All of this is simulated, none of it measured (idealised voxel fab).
Documented hereafter: the process module known as voxel capacitor over wiring.
Xsec cut, 190 nm wide, square cell size 5 nm.
The cross-sections in this document take the form of a grid made of square cells. They are written out as bands, in order from top to bottom. Each band consists of one or more rows of cells.
This entry defines a band. It first specifies the height of the band's top and the height of its bottom in nm, and then specifies the band's materials from left to right, stating each material with its width in nm. The word "throughout" identifies a single material that fills the band from edge to edge, while the word "blank" identifies empty space.
For the purposes of this specification, 0 denotes the height below which the wafer in its as-received condition is composed wholly of one material, and the lowermost band, lacking a lower limit, extends downward without end, as expressed in "0 and below".
Per-row width for "30..40": begins at first number (top row of band), ends at second number (bottom row), increment between rows held constant.
"no alterations made" after a step means that no cell of the cross-section changed.
What "Cavities, sealed" gives you is every empty space of 8 cells or more that is cut off from the top. Each appears as width x height at distance, with the distance taken from the left edge and width, height and distance all in nm.
Read whatever lies past the settings on a step's line as the simulator's own remark about the step.
overlay nm: step with mask; distance mask lay right of planned place; negative value = left of planned place.

Process steps - plan:
1. RECEIVE, material Si
2. CONFORMAL_DEP, material SiO2, thk nm 15
3. CONFORMAL_DEP, material SiCN, thk nm 5
4. DIRECTIONAL_DEP, material lowk, thk nm 25
5. PATTERN, tone open, mask id METAL_1, material resist, width nm 25, pitch nm 75, thk nm 20, overlay nm 0
6. DIRECTIONAL_ETCH, etch materials lowk, depth nm 25
7. DIRECTIONAL_ETCH, etch materials SiCN, depth nm 5
8. STRIP, etch materials resist
9. CONFORMAL_DEP, material TiN, thk nm 5
10. FILL_DEP, material Ru, thk nm 10
11. CMP, height nm 45
12. CONFORMAL_DEP, material SiCN, thk nm 5
13. DIRECTIONAL_DEP, material lowk, thk nm 15
14. PATTERN, tone open, mask id PLUG_1, material resist, width nm 15, thk nm 15, overlay nm 0
15. DIRECTIONAL_ETCH, etch materials lowk, depth nm 15
16. DIRECTIONAL_ETCH, etch materials SiCN, depth nm 5
17. STRIP, etch materials resist
18. EPI, material Ru, thk nm 10
19. EPI, material Ru, thk nm 10
20. DIRECTIONAL_DEP, material TiN, thk nm 10
21. DIRECTIONAL_DEP, material Al2O3, thk nm 5
22. DIRECTIONAL_DEP, material TiN, thk nm 10
23. PATTERN, tone cover, mask id UPPER_PLATE, material resist, width nm 55, thk nm 20, overlay nm 0
24. DIRECTIONAL_ETCH, etch materials TiN, depth nm 10
25. DIRECTIONAL_ETCH, etch materials Al2O3, depth nm 5
26. STRIP, etch materials resist
27. MASKED_ETCH, tone cover, mask id LOWER_PLATE, width nm 65, etch materials TiN, depth nm 10, overlay nm 0
28. FILL_DEP, material SiO2, thk nm 15
29. CMP, height nm 100
30. MASKED_ETCH, tone open, mask id PLUG_2, width nm 15, etch materials SiO2, depth nm 10, overlay nm 0
31. CONFORMAL_DEP, material TiN, thk nm 5
32. FILL_DEP, material W, thk nm 5
33. CMP, height nm 100
34. CONFORMAL_DEP, material SiN, thk nm 5

As received, after step 1:
  0 and below = Si throughout
  Cavities, sealed: none

Here's the cross-section of the first of our two wafers at the end of the module - it ran as planned:
  105 down to 100 = SiN throughout
  100 down to 95 = 65 SiO2, 5 TiN, 5 W, 5 TiN, 110 SiO2
  95 down to 90 = 65 SiO2, 15 TiN, 110 SiO2
  90 down to 80 = 55 SiO2, 55 TiN, 80 SiO2
  80 down to 75 = 55 SiO2, 55 Al2O3, 80 SiO2
  75 down to 65 = 50 SiO2, 65 TiN, 75 SiO2
  65 down to 50 = 55 lowk, 15 Ru, 120 lowk
  50 down to 45 = 55 SiCN, 15 Ru, 120 SiCN
  45 down to 20 = 45 lowk, 5 TiN, 15 Ru, 5 TiN, 50 lowk, 5 TiN, 15 Ru, 5 TiN, 45 lowk
  20 down to 15 = 45 SiCN, 25 TiN, 50 SiCN, 25 TiN, 45 SiCN
  15 down to 0 = SiO2 throughout
  0 and below = Si throughout
  Cavities, sealed: none

Here's the second of our two wafers sectioned at module end. Same start as the first, same plan, but one mistake got made running it:
  105 down to 100 = SiN throughout
  100 down to 90 = 55 SiO2, 55 TiN, 80 SiO2
  90 down to 85 = 55 SiO2, 55 Al2O3, 80 SiO2
  85 down to 75 = Al2O3 throughout
  75 down to 65 = TiN throughout
  65 down to 50 = 55 lowk, 15 Ru, 120 lowk
  50 down to 45 = 55 SiCN, 15 Ru, 120 SiCN
  45 down to 20 = 45 lowk, 5 TiN, 15 Ru, 5 TiN, 50 lowk, 5 TiN, 15 Ru, 5 TiN, 45 lowk
  20 down to 15 = 45 SiCN, 25 TiN, 50 SiCN, 25 TiN, 45 SiCN
  15 down to 0 = SiO2 throughout
  0 and below = Si throughout
  Cavities, sealed: none
Run error: step 21 changed vs plan, executed as DIRECTIONAL_DEP, material Al2O3, thk nm 15
It is noted that, at the conclusion of processing, the second wafer exhibits a higher or lower cell count for certain materials relative to the first: +76 Al2O3 | -120 SiO2 | +45 TiN | -1 W
